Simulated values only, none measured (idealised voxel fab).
process module | voxel gate over fins
The figure presents cross-section cut, which has a width of 155 nm and is divided into square cells with an edge length of 5 nm.
How to read a cross-section here: the picture is a grid of square cells, written as bands going from the top down, and any band can span one or more rows of cells.
Look at the band entry: it leads with the top's height and the bottom's height in nm. Then it lists the materials left to right, with a width in nm for each. The word "everywhere" on a single material says that material fills the band edge to edge. The word "air" is empty space.
Height 0 is the level under which the wafer as received is all one material. The lowest band goes on downwards, as in "0 and below".
Top row gets the first number, bottom row gets the second, and each row in between changes by the same step: that is how a band width like "30..40" works.
No cell of the cross-section changed in a step that is given as "left unchanged".
"Internal closed voids" lists enclosed empty spaces (at least 8 cells, no open path upward to the top), each as width x height at distance from the left edge, in nm.
after a step's settings: what the simulator itself notes on the step
On any step carrying a mask, the "overlay nm" setting, if present on the step's line, tells how far right of its planned place the mask lay; negative values point to the left.
Structure of the following material. The material consists of pairs of cross-sections. Each pair comprises the cross-section before one process step and the cross-section after that step, the latter shown only down to the lowest band that changed. The step between the cross-sections is specified beneath each pair, including its settings. Pairs are not necessarily consecutive: they may derive from different runs of this module performed on the same starting wafer. Continuity with the pair above is to be assumed only where the entry headed "State on entry" of the pair in question states it.
# State on entry
> 0 and below: Si everywhere
> Internal closed voids: none
# Post-Step Cross-Section
> 10 down to 0: SiN everywhere
> Rest of section, below 0: as before.
> Internal closed voids: none
Going from the before section above to the after section, the step was CONFORMAL_DEP,material SiN,thk nm 10
State on entry: as shown after the step in the preceding pair, directly above.
# Post-Step Cross-Section
> 25 down to 10: 15 of air, then 15 of resist, then 40 of air, then 15 of resist, then 40 of air, then 15 of resist, then 15 of air
> Rest of section, below 10: as before.
> Internal closed voids: none
Going from the before section above to the after section, the step was PATTERN,tone cover,mask id FINS,material resist,width nm 15,pitch nm 55,thk nm 15,overlay nm 0
State on entry: as shown after the step in the preceding pair, directly above.
# Post-Step Cross-Section
> 25 down to 10: 15 of air, then 15 of resist, then 40 of air, then 15 of resist, then 40 of air, then 15 of resist, then 15 of air
> 10 down to 0: 15 of air, then 15 of SiN, then 40 of air, then 15 of SiN, then 40 of air, then 15 of SiN, then 15 of air
> Rest of section, below 0: as before.
> Internal closed voids: none
Going from the before section above to the after section, the step was DIRECTIONAL_ETCH,etch materials SiN,depth nm 10
State on entry: as shown after the step in the preceding pair, directly above.
# Post-Step Cross-Section
> 25 down to 10: 15 of air, then 15 of resist, then 40 of air, then 15 of resist, then 40 of air, then 15 of resist, then 15 of air
> 10 down to 0: 15 of air, then 15 of SiN, then 40 of air, then 15 of SiN, then 40 of air, then 15 of SiN, then 15 of air
> 0 down to -30: 15 of air, then 15 of Si, then 40 of air, then 15 of Si, then 40 of air, then 15 of Si, then 15 of air
> Rest of section, below -30: as before.
> Internal closed voids: none
Going from the before section above to the after section, the step was DIRECTIONAL_ETCH,etch materials Si,depth nm 30
State on entry: as shown after the step in the preceding pair, directly above.
# Post-Step Cross-Section
> 10 down to 0: 15 of air, then 15 of SiN, then 40 of air, then 15 of SiN, then 40 of air, then 15 of SiN, then 15 of air
> Rest of section, below 0: as before.
> Internal closed voids: none
Going from the before section above to the after section, the step was STRIP,etch materials resist
State on entry: as shown after the step in the preceding pair, directly above.
# Post-Step Cross-Section
> 25 down to 10: SiO2 everywhere
> 10 down to 0: 15 of SiO2, then 15 of SiN, then 40 of SiO2, then 15 of SiN, then 40 of SiO2, then 15 of SiN, then 15 of SiO2
> 0 down to -30: 15 of SiO2, then 15 of Si, then 40 of SiO2, then 15 of Si, then 40 of SiO2, then 15 of Si, then 15 of SiO2
> Rest of section, below -30: as before.
> Internal closed voids: none
Going from the before section above to the after section, the step was FILL_DEP,material SiO2,thk nm 15
State on entry: as shown after the step in the preceding pair, directly above.
# Post-Step Cross-Section
> 10 down to 0: 15 of SiO2, then 15 of SiN, then 40 of SiO2, then 15 of SiN, then 40 of SiO2, then 15 of SiN, then 15 of SiO2
> Rest of section, below 0: as before.
> Internal closed voids: none
Going from the before section above to the after section, the step was CMP,height nm 10
State on entry: as shown after the step in the preceding pair, directly above.
# Post-Step Cross-Section
> 25 down to 10: aC everywhere
> Rest of section, below 10: as before.
> Internal closed voids: none
Going from the before section above to the after section, the step was DIRECTIONAL_DEP,material aC,thk nm 15
State on entry: as shown after the step in the preceding pair, directly above.
# Post-Step Cross-Section
> 55 down to 25: 40 of resist, then 15 of air, then 100 of resist
> Rest of section, below 25: as before.
> Internal closed voids: none
Going from the before section above to the after section, the step was PATTERN,tone open,mask id RAIL,material resist,width nm 15,thk nm 30,overlay nm 0
State on entry: as shown after the step in the preceding pair, directly above.
# Post-Step Cross-Section
> 40 down to 25: 40 of resist, then 15 of air, then 100 of resist
> 25 down to 10: 40 of aC, then 15 of air, then 100 of aC
> Rest of section, below 10: as before.
> Internal closed voids: none
Going from the before section above to the after section, the step was DIRECTIONAL_ETCH,etch materials aC,depth nm 15
State on entry: as shown after the step in the preceding pair, directly above.
# Post-Step Cross-Section
> 25 down to 10: 40 of aC, then 15 of air, then 100 of aC
> Rest of section, below 10: as before.
> Internal closed voids: none
Going from the before section above to the after section, the step was STRIP,etch materials resist
State on entry: as shown after the step in the preceding pair, directly above.
# Post-Step Cross-Section
> 25 down to 10: 40 of aC, then 15 of air, then 100 of aC
> 10 down to 0: 15 of SiO2, then 15 of SiN, then 10 of SiO2, then 15 of air, then 15 of SiO2, then 15 of SiN, then 40 of SiO2, then 15 of SiN, then 15 of SiO2
> 0 down to -25: 15 of SiO2, then 15 of Si, then 10 of SiO2, then 15 of air, then 15 of SiO2, then 15 of Si, then 40 of SiO2, then 15 of Si, then 15 of SiO2
> Rest of section, below -25: as before.
> Internal closed voids: none
Going from the before section above to the after section, the step was DIRECTIONAL_ETCH,etch materials SiO2,depth nm 35
State on entry: as shown after the step in the preceding pair, directly above.
# Post-Step Cross-Section
> 10 down to 0: 15 of SiO2, then 15 of SiN, then 10 of SiO2, then 15 of air, then 15 of SiO2, then 15 of SiN, then 40 of SiO2, then 15 of SiN, then 15 of SiO2
> Rest of section, below 0: as before.
> Internal closed voids: none
Going from the before section above to the after section, the step was STRIP,etch materials aC
State on entry: as shown after the step in the preceding pair, directly above.
# Post-Step Cross-Section
> 15 down to 10: 45 of TiN, then 5 of air, then 105 of TiN
> 10 down to 0: 15 of SiO2, then 15 of SiN, then 10 of SiO2, then 5 of TiN, then 5 of air, then 5 of TiN, then 15 of SiO2, then 15 of SiN, then 40 of SiO2, then 15 of SiN, then 15 of SiO2
> 0 down to -20: 15 of SiO2, then 15 of Si, then 10 of SiO2, then 5 of TiN, then 5 of air, then 5 of TiN, then 15 of SiO2, then 15 of Si, then 40 of SiO2, then 15 of Si, then 15 of SiO2
> -20 down to -25: 15 of SiO2, then 15 of Si, then 10 of SiO2, then 15 of TiN, then 15 of SiO2, then 15 of Si, then 40 of SiO2, then 15 of Si, then 15 of SiO2
> Rest of section, below -25: as before.
> Internal closed voids: none
Going from the before section above to the after section, the step was CONFORMAL_DEP,material TiN,thk nm 5
State on entry: as shown after the step in the preceding pair, directly above.
# Post-Step Cross-Section
> 20 down to 15: Ru everywhere
> 15 down to 10: 45 of TiN, then 5 of Ru, then 105 of TiN
> 10 down to 0: 15 of SiO2, then 15 of SiN, then 10 of SiO2, then 5 of TiN, then 5 of Ru, then 5 of TiN, then 15 of SiO2, then 15 of SiN, then 40 of SiO2, then 15 of SiN, then 15 of SiO2
> 0 down to -20: 15 of SiO2, then 15 of Si, then 10 of SiO2, then 5 of TiN, then 5 of Ru, then 5 of TiN, then 15 of SiO2, then 15 of Si, then 40 of SiO2, then 15 of Si, then 15 of SiO2
> Rest of section, below -20: as before.
> Internal closed voids: none
Going from the before section above to the after section, the step was FILL_DEP,material Ru,thk nm 5
State on entry: as shown after the step in the preceding pair, directly above.
# Post-Step Cross-Section
> 10 down to 0: 15 of SiO2, then 15 of SiN, then 10 of SiO2, then 5 of TiN, then 5 of Ru, then 5 of TiN, then 15 of SiO2, then 15 of SiN, then 40 of SiO2, then 15 of SiN, then 15 of SiO2
> Rest of section, below 0: as before.
> Internal closed voids: none
Going from the before section above to the after section, the step was CMP,height nm 10
State on entry: as shown after the step in the preceding pair, directly above.
# Post-Step Cross-Section
> 10 down to 0: 15 of SiO2, then 15 of SiN, then 10 of SiO2, then 15 of air, then 15 of SiO2, then 15 of SiN, then 40 of SiO2, then 15 of SiN, then 15 of SiO2
> 0 down to -20: 15 of SiO2, then 15 of Si, then 10 of SiO2, then 15 of air, then 15 of SiO2, then 15 of Si, then 40 of SiO2, then 15 of Si, then 15 of SiO2
> Rest of section, below -20: as before.
> Internal closed voids: none
Going from the before section above to the after section, the step was SELECTIVE_ETCH,etch materials W Ru TiN,depth nm 30
State on entry: as shown after the step in the preceding pair, directly above.
# Post-Step Cross-Section
> 15 down to 10: SiO2 everywhere
> 10 down to 0: 15 of SiO2, then 15 of SiN, then 40 of SiO2, then 15 of SiN, then 40 of SiO2, then 15 of SiN, then 15 of SiO2
> 0 down to -20: 15 of SiO2, then 15 of Si, then 40 of SiO2, then 15 of Si, then 40 of SiO2, then 15 of Si, then 15 of SiO2
> Rest of section, below -20: as before.
> Internal closed voids: none
Going from the before section above to the after section, the step was FILL_DEP,material SiO2,thk nm 5
State on entry: as shown after the step in the preceding pair, directly above.
# Post-Step Cross-Section
> 10 down to 0: 15 of SiO2, then 15 of SiN, then 40 of SiO2, then 15 of SiN, then 40 of SiO2, then 15 of SiN, then 15 of SiO2
> Rest of section, below 0: as before.
> Internal closed voids: none
Going from the before section above to the after section, the step was CMP,height nm 10
State on entry: as shown after the step in the preceding pair, directly above.
# Post-Step Cross-Section
> 10 down to 0: 15 of air, then 15 of SiN, then 40 of air, then 15 of SiN, then 40 of air, then 15 of SiN, then 15 of air
> 0 down to -10: 15 of air, then 15 of Si, then 40 of air, then 15 of Si, then 40 of air, then 15 of Si, then 15 of air
> Rest of section, below -10: as before.
> Internal closed voids: none
Going from the before section above to the after section, the step was SELECTIVE_ETCH,etch materials SiO2,depth nm 20
State on entry: as shown after the step in the preceding pair, directly above.
# Post-Step Cross-Section
> 0 down to -10: 15 of air, then 15 of Si, then 40 of air, then 15 of Si, then 40 of air, then 15 of Si, then 15 of air
> Rest of section, below -10: as before.
> Internal closed voids: none
Going from the before section above to the after section, the step was STRIP,etch materials SiN
State on entry: as shown after the step in the preceding pair, directly above.
# Post-Step Cross-Section
> 5 down to 0: 10 of air, then 25 of HfO2, then 30 of air, then 25 of HfO2, then 30 of air, then 25 of HfO2, then 10 of air
> 0 down to -5: 10 of air, then 5 of HfO2, then 15 of Si, then 5 of HfO2, then 30 of air, then 5 of HfO2, then 15 of Si, then 5 of HfO2, then 30 of air, then 5 of HfO2, then 15 of Si, then 5 of HfO2, then 10 of air
> -5 down to -10: 15 of HfO2, then 15 of Si, then 40 of HfO2, then 15 of Si, then 40 of HfO2, then 15 of Si, then 15 of HfO2
> Rest of section, below -10: as before.
> Internal closed voids: none
Going from the before section above to the after section, the step was CONFORMAL_DEP,material HfO2,thk nm 5
State on entry: as shown after the step in the preceding pair, directly above.
# Post-Step Cross-Section
> 10 down to 5: 5 of air, then 35 of TiN, then 20 of air, then 35 of TiN, then 20 of air, then 35 of TiN, then 5 of air
> 5 down to 0: 5 of air, then 5 of TiN, then 25 of HfO2, then 5 of TiN, then 20 of air, then 5 of TiN, then 25 of HfO2, then 5 of TiN, then 20 of air, then 5 of TiN, then 25 of HfO2, then 5 of TiN, then 5 of air
> 0 down to -5: 10 of TiN, then 5 of HfO2, then 15 of Si, then 5 of HfO2, then 30 of TiN, then 5 of HfO2, then 15 of Si, then 5 of HfO2, then 30 of TiN, then 5 of HfO2, then 15 of Si, then 5 of HfO2, then 10 of TiN
> Rest of section, below -5: as before.
> Internal closed voids: none
Going from the before section above to the after section, the step was CONFORMAL_DEP,material TiN,thk nm 5
State on entry: as shown after the step in the preceding pair, directly above.
# Post-Step Cross-Section
> 25 down to 10: W everywhere
> 10 down to 5: 5 of W, then 35 of TiN, then 20 of W, then 35 of TiN, then 20 of W, then 35 of TiN, then 5 of W
> 5 down to 0: 5 of W, then 5 of TiN, then 25 of HfO2, then 5 of TiN, then 20 of W, then 5 of TiN, then 25 of HfO2, then 5 of TiN, then 20 of W, then 5 of TiN, then 25 of HfO2, then 5 of TiN, then 5 of W
> Rest of section, below 0: as before.
> Internal closed voids: none
Going from the before section above to the after section, the step was FILL_DEP,material W,thk nm 15
State on entry: as shown after the step in the preceding pair, directly above.
# Post-Step Cross-Section
> 20 down to 10: W everywhere
> Rest of section, below 10: as before.
> Internal closed voids: none
Going from the before section above to the after section, the step was CMP,height nm 20
State on entry: as shown after the step in the preceding pair, directly above.
# Post-Step Cross-Section
> 30 down to 20: SiN everywhere
> Rest of section, below 20: as before.
> Internal closed voids: none
Going from the before section above to the after section, the step was CONFORMAL_DEP,material SiN,thk nm 10
# State on entry
> 0 down to -10: 15 of air, then 15 of Si, then 40 of air, then 15 of Si, then 40 of air, then 15 of Si, then 15 of air
> -10 down to -20: 15 of SiO2, then 15 of Si, then 40 of SiO2, then 15 of Si, then 40 of SiO2, then 15 of Si, then 15 of SiO2
> -20 down to -25: 15 of SiO2, then 15 of Si, then 10 of SiO2, then 15 of TiN, then 15 of SiO2, then 15 of Si, then 40 of SiO2, then 15 of Si, then 15 of SiO2
> -25 down to -30: 15 of SiO2, then 15 of Si, then 40 of SiO2, then 15 of Si, then 40 of SiO2, then 15 of Si, then 15 of SiO2
> -30 and below: Si everywhere
> Internal closed voids: none
# Post-Step Cross-Section
> 5 down to 0: 10 of air, then 25 of TiN, then 30 of air, then 25 of TiN, then 30 of air, then 25 of TiN, then 10 of air
> 0 down to -5: 10 of air, then 5 of TiN, then 15 of Si, then 5 of TiN, then 30 of air, then 5 of TiN, then 15 of Si, then 5 of TiN, then 30 of air, then 5 of TiN, then 15 of Si, then 5 of TiN, then 10 of air
> -5 down to -10: 15 of TiN, then 15 of Si, then 40 of TiN, then 15 of Si, then 40 of TiN, then 15 of Si, then 15 of TiN
> Rest of section, below -10: as before.
> Internal closed voids: none
Going from the before section above to the after section, the step was CONFORMAL_DEP,material TiN,thk nm 5
State on entry: as shown after the step in the preceding pair, directly above.
# Post-Step Cross-Section
> 20 down to 5: W everywhere
> 5 down to 0: 10 of W, then 25 of TiN, then 30 of W, then 25 of TiN, then 30 of W, then 25 of TiN, then 10 of W
> 0 down to -5: 10 of W, then 5 of TiN, then 15 of Si, then 5 of TiN, then 30 of W, then 5 of TiN, then 15 of Si, then 5 of TiN, then 30 of W, then 5 of TiN, then 15 of Si, then 5 of TiN, then 10 of W
> Rest of section, below -5: as before.
> Internal closed voids: none
Going from the before section above to the after section, the step was FILL_DEP,material W,thk nm 15
State on entry: as shown after the step in the preceding pair, directly above.
# Post-Step Cross-Section
> 30 down to 20: SiN everywhere
> Rest of section, below 20: as before.
> Internal closed voids: none
Going from the before section above to the after section, the step was CONFORMAL_DEP,material SiN,thk nm 10
# State on entry
> 10 down to 0: 15 of air, then 15 of SiN, then 40 of air, then 15 of SiN, then 40 of air, then 15 of SiN, then 15 of air
> 0 down to -10: 15 of air, then 15 of Si, then 40 of air, then 15 of Si, then 40 of air, then 15 of Si, then 15 of air
> -10 down to -20: 15 of SiO2, then 15 of Si, then 40 of SiO2, then 15 of Si, then 40 of SiO2, then 15 of Si, then 15 of SiO2
> -20 down to -25: 15 of SiO2, then 15 of Si, then 10 of SiO2, then 15 of TiN, then 15 of SiO2, then 15 of Si, then 40 of SiO2, then 15 of Si, then 15 of SiO2
> -25 down to -30: 15 of SiO2, then 15 of Si, then 40 of SiO2, then 15 of Si, then 40 of SiO2, then 15 of Si, then 15 of SiO2
> -30 and below: Si everywhere
> Internal closed voids: none
# Post-Step Cross-Section
> 10 down to 0: 15 of air, then 15 of SiN, then 40 of air, then 15 of SiN, then 40 of air, then 15 of SiN, then 15 of air
> 0 down to -20: 15 of air, then 15 of Si, then 40 of air, then 15 of Si, then 40 of air, then 15 of Si, then 15 of air
> -20 down to -25: 15 of air, then 15 of Si, then 10 of air, then 15 of TiN, then 15 of air, then 15 of Si, then 40 of air, then 15 of Si, then 15 of air
> -25 down to -30: 15 of air, then 15 of Si, then 15 of air, then 5 of SiO2, then 20 of air, then 15 of Si, then 40 of air, then 15 of Si, then 15 of air
> Rest of section, below -30: as before.
> Internal closed voids: none
Going from the before section above to the after section, the step was SELECTIVE_ETCH,etch materials SiO2,depth nm 20
State on entry: as shown after the step in the preceding pair, directly above.
# Post-Step Cross-Section
> 0 down to -20: 15 of air, then 15 of Si, then 40 of air, then 15 of Si, then 40 of air, then 15 of Si, then 15 of air
> Rest of section, below -20: as before.
> Internal closed voids: none
Going from the before section above to the after section, the step was STRIP,etch materials SiN
State on entry: as shown after the step in the preceding pair, directly above.
# Post-Step Cross-Section
> 5 down to 0: 10 of air, then 25 of HfO2, then 30 of air, then 25 of HfO2, then 30 of air, then 25 of HfO2, then 10 of air
> 0 down to -15: 10 of air, then 5 of HfO2, then 15 of Si, then 5 of HfO2, then 30 of air, then 5 of HfO2, then 15 of Si, then 5 of HfO2, then 30 of air, then 5 of HfO2, then 15 of Si, then 5 of HfO2, then 10 of air
> -15 down to -20: 10 of air, then 5 of HfO2, then 15 of Si, then 30 of HfO2, then 5 of air, then 5 of HfO2, then 15 of Si, then 5 of HfO2, then 30 of air, then 5 of HfO2, then 15 of Si, then 5 of HfO2, then 10 of air
> -20 down to -25: 10 of air, then 5 of HfO2, then 15 of Si, then 10 of HfO2, then 15 of TiN, then 5 of HfO2, then 5 of air, then 5 of HfO2, then 15 of Si, then 5 of HfO2, then 30 of air, then 5 of HfO2, then 15 of Si, then 5 of HfO2, then 10 of air
> -25 down to -30: 15 of HfO2, then 15 of Si, then 15 of HfO2, then 5 of SiO2, then 20 of HfO2, then 15 of Si, then 40 of HfO2, then 15 of Si, then 15 of HfO2
> Rest of section, below -30: as before.
> Internal closed voids: none
Going from the before section above to the after section, the step was CONFORMAL_DEP,material HfO2,thk nm 5
State on entry: as shown after the step in the preceding pair, directly above.
# Post-Step Cross-Section
> 10 down to 5: 5 of air, then 35 of TiN, then 20 of air, then 35 of TiN, then 20 of air, then 35 of TiN, then 5 of air
> 5 down to 0: 5 of air, then 5 of TiN, then 25 of HfO2, then 5 of TiN, then 20 of air, then 5 of TiN, then 25 of HfO2, then 5 of TiN, then 20 of air, then 5 of TiN, then 25 of HfO2, then 5 of TiN, then 5 of air
> 0 down to -10: 5 of air, then 5 of TiN, then 5 of HfO2, then 15 of Si, then 5 of HfO2, then 5 of TiN, then 20 of air, then 5 of TiN, then 5 of HfO2, then 15 of Si, then 5 of HfO2, then 5 of TiN, then 20 of air, then 5 of TiN, then 5 of HfO2, then 15 of Si, then 5 of HfO2, then 5 of TiN, then 5 of air
> -10 down to -20: 5 of air, then 5 of TiN, then 5 of HfO2, then 15 of Si, then 5..30 of HfO2, then 30..5 of TiN, then 5 of HfO2, then 15 of Si, then 5 of HfO2, then 5 of TiN, then 20 of air, then 5 of TiN, then 5 of HfO2, then 15 of Si, then 5 of HfO2, then 5 of TiN, then 5 of air
> -20 down to -25: 10 of TiN, then 5 of HfO2, then 15 of Si, then 10 of HfO2, then 15 of TiN, then 5 of HfO2, then 5 of TiN, then 5 of HfO2, then 15 of Si, then 5 of HfO2, then 30 of TiN, then 5 of HfO2, then 15 of Si, then 5 of HfO2, then 10 of TiN
> Rest of section, below -25: as before.
> Internal closed voids: none
Going from the before section above to the after section, the step was CONFORMAL_DEP,material TiN,thk nm 5
State on entry: as shown after the step in the preceding pair, directly above.
# Post-Step Cross-Section
> 25 down to 10: W everywhere
> 10 down to 5: 5 of W, then 35 of TiN, then 20 of W, then 35 of TiN, then 20 of W, then 35 of TiN, then 5 of W
> 5 down to 0: 5 of W, then 5 of TiN, then 25 of HfO2, then 5 of TiN, then 20 of W, then 5 of TiN, then 25 of HfO2, then 5 of TiN, then 20 of W, then 5 of TiN, then 25 of HfO2, then 5 of TiN, then 5 of W
> 0 down to -10: 5 of W, then 5 of TiN, then 5 of HfO2, then 15 of Si, then 5 of HfO2, then 5 of TiN, then 20 of W, then 5 of TiN, then 5 of HfO2, then 15 of Si, then 5 of HfO2, then 5 of TiN, then 20 of W, then 5 of TiN, then 5 of HfO2, then 15 of Si, then 5 of HfO2, then 5 of TiN, then 5 of W
> -10 down to -20: 5 of W, then 5 of TiN, then 5 of HfO2, then 15 of Si, then 5..30 of HfO2, then 30..5 of TiN, then 5 of HfO2, then 15 of Si, then 5 of HfO2, then 5 of TiN, then 20 of W, then 5 of TiN, then 5 of HfO2, then 15 of Si, then 5 of HfO2, then 5 of TiN, then 5 of W
> Rest of section, below -20: as before.
> Internal closed voids: none
Going from the before section above to the after section, the step was FILL_DEP,material W,thk nm 15
State on entry: as shown after the step in the preceding pair, directly above.
# Post-Step Cross-Section
> 20 down to 10: W everywhere
> Rest of section, below 10: as before.
> Internal closed voids: none
Going from the before section above to the after section, the step was CMP,height nm 20
State on entry: as shown after the step in the preceding pair, directly above.
# Post-Step Cross-Section
> 30 down to 20: SiN everywhere
> Rest of section, below 20: as before.
> Internal closed voids: none
Going from the before section above to the after section, the step was CONFORMAL_DEP,material SiN,thk nm 10
# State on entry
> 5 down to 0: 10 of air, then 25 of TiN, then 30 of air, then 25 of TiN, then 30 of air, then 25 of TiN, then 10 of air
> 0 down to -5: 10 of air, then 5 of TiN, then 15 of Si, then 5 of TiN, then 30 of air, then 5 of TiN, then 15 of Si, then 5 of TiN, then 30 of air, then 5 of TiN, then 15 of Si, then 5 of TiN, then 10 of air
> -5 down to -10: 15 of TiN, then 15 of Si, then 40 of TiN, then 15 of Si, then 40 of TiN, then 15 of Si, then 15 of TiN
> -10 down to -20: 15 of SiO2, then 15 of Si, then 40 of SiO2, then 15 of Si, then 40 of SiO2, then 15 of Si, then 15 of SiO2
> -20 down to -25: 15 of SiO2, then 15 of Si, then 10 of SiO2, then 15 of TiN, then 15 of SiO2, then 15 of Si, then 40 of SiO2, then 15 of Si, then 15 of SiO2
> -25 down to -30: 15 of SiO2, then 15 of Si, then 40 of SiO2, then 15 of Si, then 40 of SiO2, then 15 of Si, then 15 of SiO2
> -30 and below: Si everywhere
> Internal closed voids: none
# Post-Step Cross-Section
> 10 down to 5: 5 of air, then 35 of HfO2, then 20 of air, then 35 of HfO2, then 20 of air, then 35 of HfO2, then 5 of air
> 5 down to 0: 5 of air, then 5 of HfO2, then 25 of TiN, then 5 of HfO2, then 20 of air, then 5 of HfO2, then 25 of TiN, then 5 of HfO2, then 20 of air, then 5 of HfO2, then 25 of TiN, then 5 of HfO2, then 5 of air
> 0 down to -5: 10 of HfO2, then 5 of TiN, then 15 of Si, then 5 of TiN, then 30 of HfO2, then 5 of TiN, then 15 of Si, then 5 of TiN, then 30 of HfO2, then 5 of TiN, then 15 of Si, then 5 of TiN, then 10 of HfO2
> Rest of section, below -5: as before.
> Internal closed voids: none
Going from the before section above to the after section, the step was CONFORMAL_DEP,material HfO2,thk nm 5
State on entry: as shown after the step in the preceding pair, directly above.
# Post-Step Cross-Section
> 25 down to 10: W everywhere
> 10 down to 5: 5 of W, then 35 of HfO2, then 20 of W, then 35 of HfO2, then 20 of W, then 35 of HfO2, then 5 of W
> 5 down to 0: 5 of W, then 5 of HfO2, then 25 of TiN, then 5 of HfO2, then 20 of W, then 5 of HfO2, then 25 of TiN, then 5 of HfO2, then 20 of W, then 5 of HfO2, then 25 of TiN, then 5 of HfO2, then 5 of W
> Rest of section, below 0: as before.
> Internal closed voids: none
Going from the before section above to the after section, the step was FILL_DEP,material W,thk nm 15
State on entry: as shown after the step in the preceding pair, directly above.
# Post-Step Cross-Section
> 20 down to 10: W everywhere
> Rest of section, below 10: as before.
> Internal closed voids: none
Going from the before section above to the after section, the step was CMP,height nm 20
State on entry: as shown after the step in the preceding pair, directly above.
# Post-Step Cross-Section
> 30 down to 20: SiN everywhere
> Rest of section, below 20: as before.
> Internal closed voids: none
Going from the before section above to the after section, the step was CONFORMAL_DEP,material SiN,thk nm 10
# State on entry
> 20 down to 10: W everywhere
> 10 down to 5: 5 of W, then 35 of TiN, then 20 of W, then 35 of TiN, then 20 of W, then 35 of TiN, then 5 of W
> 5 down to 0: 5 of W, then 5 of TiN, then 25 of HfO2, then 5 of TiN, then 20 of W, then 5 of TiN, then 25 of HfO2, then 5 of TiN, then 20 of W, then 5 of TiN, then 25 of HfO2, then 5 of TiN, then 5 of W
> 0 down to -5: 10 of TiN, then 5 of HfO2, then 15 of Si, then 5 of HfO2, then 30 of TiN, then 5 of HfO2, then 15 of Si, then 5 of HfO2, then 30 of TiN, then 5 of HfO2, then 15 of Si, then 5 of HfO2, then 10 of TiN
> -5 down to -10: 15 of HfO2, then 15 of Si, then 40 of HfO2, then 15 of Si, then 40 of HfO2, then 15 of Si, then 15 of HfO2
> -10 down to -20: 15 of SiO2, then 15 of Si, then 40 of SiO2, then 15 of Si, then 40 of SiO2, then 15 of Si, then 15 of SiO2
> -20 down to -25: 15 of SiO2, then 15 of Si, then 10 of SiO2, then 15 of TiN, then 15 of SiO2, then 15 of Si, then 40 of SiO2, then 15 of Si, then 15 of SiO2
> -25 down to -30: 15 of SiO2, then 15 of Si, then 40 of SiO2, then 15 of Si, then 40 of SiO2, then 15 of Si, then 15 of SiO2
> -30 and below: Si everywhere
> Internal closed voids: none
# Post-Step Cross-Section
> 25 down to 20: SiN everywhere
> Rest of section, below 20: as before.
> Internal closed voids: none
Going from the before section above to the after section, the step was CONFORMAL_DEP,material SiN,thk nm 5
# State on entry
> 25 down to 10: aC everywhere
> 10 down to 0: 15 of SiO2, then 15 of SiN, then 40 of SiO2, then 15 of SiN, then 40 of SiO2, then 15 of SiN, then 15 of SiO2
> 0 down to -30: 15 of SiO2, then 15 of Si, then 40 of SiO2, then 15 of Si, then 40 of SiO2, then 15 of Si, then 15 of SiO2
> -30 and below: Si everywhere
> Internal closed voids: none
# Post-Step Cross-Section
> 55 down to 25: 40 of resist, then 20 of air, then 95 of resist
> Rest of section, below 25: as before.
> Internal closed voids: none
Going from the before section above to the after section, the step was PATTERN,tone open,mask id RAIL,material resist,width nm 20,thk nm 30,overlay nm 0
State on entry: as shown after the step in the preceding pair, directly above.
# Post-Step Cross-Section
> 40 down to 25: 40 of resist, then 20 of air, then 95 of resist
> 25 down to 10: 40 of aC, then 20 of air, then 95 of aC
> Rest of section, below 10: as before.
> Internal closed voids: none
Going from the before section above to the after section, the step was DIRECTIONAL_ETCH,etch materials aC,depth nm 15
State on entry: as shown after the step in the preceding pair, directly above.
# Post-Step Cross-Section
> 25 down to 10: 40 of aC, then 20 of air, then 95 of aC
> Rest of section, below 10: as before.
> Internal closed voids: none
Going from the before section above to the after section, the step was STRIP,etch materials resist
State on entry: as shown after the step in the preceding pair, directly above.
# Post-Step Cross-Section
> 25 down to 10: 40 of aC, then 20 of air, then 95 of aC
> 10 down to 0: 15 of SiO2, then 15 of SiN, then 10 of SiO2, then 20 of air, then 10 of SiO2, then 15 of SiN, then 40 of SiO2, then 15 of SiN, then 15 of SiO2
> 0 down to -25: 15 of SiO2, then 15 of Si, then 10 of SiO2, then 20 of air, then 10 of SiO2, then 15 of Si, then 40 of SiO2, then 15 of Si, then 15 of SiO2
> Rest of section, below -25: as before.
> Internal closed voids: none
Going from the before section above to the after section, the step was DIRECTIONAL_ETCH,etch materials SiO2,depth nm 35
State on entry: as shown after the step in the preceding pair, directly above.
# Post-Step Cross-Section
> 10 down to 0: 15 of SiO2, then 15 of SiN, then 10 of SiO2, then 20 of air, then 10 of SiO2, then 15 of SiN, then 40 of SiO2, then 15 of SiN, then 15 of SiO2
> Rest of section, below 0: as before.
> Internal closed voids: none
Going from the before section above to the after section, the step was STRIP,etch materials aC
State on entry: as shown after the step in the preceding pair, directly above.
# Post-Step Cross-Section
> 15 down to 10: 45 of TiN, then 10 of air, then 100 of TiN
> 10 down to 0: 15 of SiO2, then 15 of SiN, then 10 of SiO2, then 5 of TiN, then 10 of air, then 5 of TiN, then 10 of SiO2, then 15 of SiN, then 40 of SiO2, then 15 of SiN, then 15 of SiO2
> 0 down to -20: 15 of SiO2, then 15 of Si, then 10 of SiO2, then 5 of TiN, then 10 of air, then 5 of TiN, then 10 of SiO2, then 15 of Si, then 40 of SiO2, then 15 of Si, then 15 of SiO2
> -20 down to -25: 15 of SiO2, then 15 of Si, then 10 of SiO2, then 20 of TiN, then 10 of SiO2, then 15 of Si, then 40 of SiO2, then 15 of Si, then 15 of SiO2
> Rest of section, below -25: as before.
> Internal closed voids: none
Going from the before section above to the after section, the step was CONFORMAL_DEP,material TiN,thk nm 5
State on entry: as shown after the step in the preceding pair, directly above.
# Post-Step Cross-Section
> 20 down to 15: Ru everywhere
> 15 down to 10: 45 of TiN, then 10 of Ru, then 100 of TiN
> 10 down to 0: 15 of SiO2, then 15 of SiN, then 10 of SiO2, then 5 of TiN, then 10 of Ru, then 5 of TiN, then 10 of SiO2, then 15 of SiN, then 40 of SiO2, then 15 of SiN, then 15 of SiO2
> 0 down to -20: 15 of SiO2, then 15 of Si, then 10 of SiO2, then 5 of TiN, then 10 of Ru, then 5 of TiN, then 10 of SiO2, then 15 of Si, then 40 of SiO2, then 15 of Si, then 15 of SiO2
> Rest of section, below -20: as before.
> Internal closed voids: none
Going from the before section above to the after section, the step was FILL_DEP,material Ru,thk nm 5
State on entry: as shown after the step in the preceding pair, directly above.
# Post-Step Cross-Section
> 10 down to 0: 15 of SiO2, then 15 of SiN, then 10 of SiO2, then 5 of TiN, then 10 of Ru, then 5 of TiN, then 10 of SiO2, then 15 of SiN, then 40 of SiO2, then 15 of SiN, then 15 of SiO2
> Rest of section, below 0: as before.
> Internal closed voids: none
Going from the before section above to the after section, the step was CMP,height nm 10
